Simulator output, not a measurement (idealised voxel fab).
The process module that follows is named voxel self aligned vias.
In the cross-section labelled cut, the width is 295 nm and each square cell is 5 nm.
If you're reading a cross-section in this doc, picture square cells in a grid; it comes to you as bands, top ones listed first down to the bottom, and a band can be one or more rows of cells. The band entry comprises the height of the band's top followed by the height of its bottom, expressed in nm, and subsequently the band's materials from left to right, each stated together with its width in nm. Where a single material is marked with the word "everywhere", that material fills the band from edge to edge. The word "empty" represents empty space. Heights are measured from 0, the level below which the as-received wafer is all one material; the lowest band has no bottom and continues downward, written as in "z 0 and below". You'd read "30 to 40" like this: the band's top row of cells is as wide as the first number, its bottom row is as wide as the second, and going down, every row changes width by the same amount as the row before did. Key: "no modifications" - step with no changed cell in the cross-section. "Enclosed voids" enumerates empty spaces isolated from the top, with no open way to it, that contain at least 8 cells, giving each as width x height at distance from the left edge, all three in nm. Past the settings on a step's line: simulator remark, on that step. overlay nm: right-of-plan distance of the mask on a masked step; negative values mean left-of-plan.
The process steps that were planned are listed below:
step 1: RECEIVE: material Si
step 2: CONFORMAL_DEP: material SiO2, thk nm 15
step 3: CONFORMAL_DEP: material SiCN, thk nm 5
step 4: DIRECTIONAL_DEP: material lowk, thk nm 25
step 5: DIRECTIONAL_DEP: material aC, thk nm 15
step 6: PATTERN: tone open, mask id LINES, material resist, width nm 25, pitch nm 60, thk nm 30, overlay nm 0
step 7: DIRECTIONAL_ETCH: etch materials aC, depth nm 15
step 8: STRIP: etch materials resist
step 9: DIRECTIONAL_ETCH: etch materials lowk, depth nm 25
step 10: STRIP: etch materials aC
step 11: CONFORMAL_DEP: material TiN, thk nm 5
step 12: FILL_DEP: material Ru, thk nm 10
step 13: CMP: height nm 45
step 14: SELECTIVE_ETCH: etch materials W Ru TiN, depth nm 5
step 15: FILL_DEP: material SiN, thk nm 5
step 16: CMP: height nm 45
step 17: DIRECTIONAL_DEP: material lowk, thk nm 15
step 18: PATTERN: tone open, mask id VIAS, material resist, width nm 45, pitch nm 60, thk nm 15, overlay nm 0
step 19: DIRECTIONAL_ETCH: etch materials lowk, depth nm 15
step 20: DIRECTIONAL_ETCH: etch materials SiN, depth nm 5
step 21: STRIP: etch materials resist
step 22: CONFORMAL_DEP: material TiN, thk nm 5
step 23: FILL_DEP: material Ru, thk nm 10
step 24: CMP: height nm 60
step 25: CONFORMAL_DEP: material SiN, thk nm 5
As received (post step 1): cross-section:
* z 0 and below | Si everywhere
* Enclosed voids: none
The following cross-section depicts the wafer upon conclusion of the module. Processing commenced from the starting condition illustrated above and adhered to the plan illustrated above, save for one mistake in execution:
* z 65 to 60 | SiN everywhere
* z 60 to 50 | lowk 65 nm, then TiN 5 nm, then Ru 35 nm, then TiN 5 nm, then lowk 15 nm, then TiN 5 nm, then Ru 35 nm, then TiN 5 nm, then lowk 15 nm, then TiN 5 nm, then Ru 35 nm, then TiN 5 nm, then lowk 65 nm
* z 50 to 45 | lowk 65 nm, then TiN 45 nm, then lowk 15 nm, then TiN 45 nm, then lowk 15 nm, then TiN 45 nm, then lowk 65 nm
* z 45 to 40 | SiCN everywhere
* z 40 to 15 | lowk everywhere
* z 15 to 0 | SiO2 everywhere
* z 0 and below | Si everywhere
* Enclosed voids: none
What went wrong in running the wafer? steps 3 and 4 were swapped
